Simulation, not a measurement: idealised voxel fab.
process module | voxel self aligned vias
cross-section cut | 175 nm wide | cells 5 nm
A cross-section is a grid of square cells, given in bands from the top down. A band is one or more rows of cells.
Each band's line starts with the height of the band's top and of its bottom, in nm. Then come its materials from left to right, each with its width in nm. One material with "throughout" fills the band from edge to edge. "air" is empty space.
Height 0 is the level under which the wafer as received is all one material. The lowest band goes on downwards, as in "0 down".
A width such as "30 to 40" changes by the same amount from each row of cells to the next, from the band's top row to its bottom row.
"no change" after a step means that no cell of the cross-section changed.
closed voids: empty space of 8 cells or more with no open way to the top, each as width x height at its distance from the left edge, in nm
after a step's settings: what the simulator itself notes on the step
overlay nm, on a step with a mask: how far to the right of its planned place the mask lay; to the left if negative
plan
1 op RECEIVE | material Si
2 op CONFORMAL_DEP | material SiO2 | thk nm 10
3 op CONFORMAL_DEP | material SiCN | thk nm 5
4 op DIRECTIONAL_DEP | material SiO2 | thk nm 25
5 op PATTERN | tone open | mask id LINES | material resist | width nm 30 | pitch nm 65 | thk nm 20 | overlay nm 0
6 op DIRECTIONAL_ETCH | etch materials SiO2 | depth nm 25
7 op STRIP | etch materials resist
8 op CONFORMAL_DEP | material TiN | thk nm 5
9 op FILL_DEP | material W | thk nm 10
10 op CMP | height nm 40
11 op SELECTIVE_ETCH | etch materials W Ru TiN | depth nm 10
12 op FILL_DEP | material SiN | thk nm 10
13 op CMP | height nm 40
14 op DIRECTIONAL_DEP | material SiO2 | thk nm 15
15 op DIRECTIONAL_DEP | material aC | thk nm 10
16 op PATTERN | tone open | mask id VIAS | material resist | width nm 50 | thk nm 25 | overlay nm 0
17 op DIRECTIONAL_ETCH | etch materials aC | depth nm 10
18 op STRIP | etch materials resist
19 op DIRECTIONAL_ETCH | etch materials SiO2 | depth nm 15
20 op DIRECTIONAL_ETCH | etch materials SiN | depth nm 10
21 op STRIP | etch materials aC
22 op CONFORMAL_DEP | material TiN | thk nm 5
23 op FILL_DEP | material Ru | thk nm 10
24 op CMP | height nm 55
25 op CONFORMAL_DEP | material SiN | thk nm 5
as received, after step 1
  0 down: Si throughout
  closed voids: none
first wafer at the end, as planned
  60 to 55: SiN throughout
  55 to 45: SiO2 30 | TiN 5 | Ru 40 | TiN 5 | SiO2 95
  45 to 40: SiO2 30 | TiN 15 | Ru 20 | TiN 15 | SiO2 95
  40 to 35: SiO2 40 | TiN 5 | Ru 20 | TiN 5 | SiO2 35 | SiN 30 | SiO2 40
  35 to 30: SiO2 40 | TiN 30 | SiO2 35 | SiN 30 | SiO2 40
  30 to 20: SiO2 40 | TiN 5 | W 20 | TiN 5 | SiO2 35 | TiN 5 | W 20 | TiN 5 | SiO2 40
  20 to 15: SiO2 40 | TiN 30 | SiO2 35 | TiN 30 | SiO2 40
  15 to 10: SiCN throughout
  10 to 0: SiO2 throughout
  0 down: Si throughout
  closed voids: none
second wafer at the end: like start, like plan, one mistake
  60 to 55: SiN throughout
  55 to 45: Ru 25 | TiN 5 | SiO2 50 | TiN 5 | Ru 90
  45 to 40: TiN 30 | SiO2 50 | TiN 30 | Ru 20 | TiN 45
  40 to 35: SiO2 40 | SiN 30 | SiO2 35 | TiN 5 | Ru 20 | TiN 5 | SiO2 40
  35 to 30: SiO2 40 | SiN 30 | SiO2 35 | TiN 30 | SiO2 40
  30 to 20: SiO2 40 | TiN 5 | W 20 | TiN 5 | SiO2 35 | TiN 5 | W 20 | TiN 5 | SiO2 40
  20 to 15: SiO2 40 | TiN 30 | SiO2 35 | TiN 30 | SiO2 40
  15 to 10: SiCN throughout
  10 to 0: SiO2 throughout
  0 down: Si throughout
  closed voids: none
what went wrong: step 16 ran as: op PATTERN | tone cover | mask id VIAS | material resist | width nm 50 | thk nm 25 | overlay nm 0
at the end the second wafer has, in cells: 30 more of Ru | 45 fewer of SiO2 | 15 more of TiN
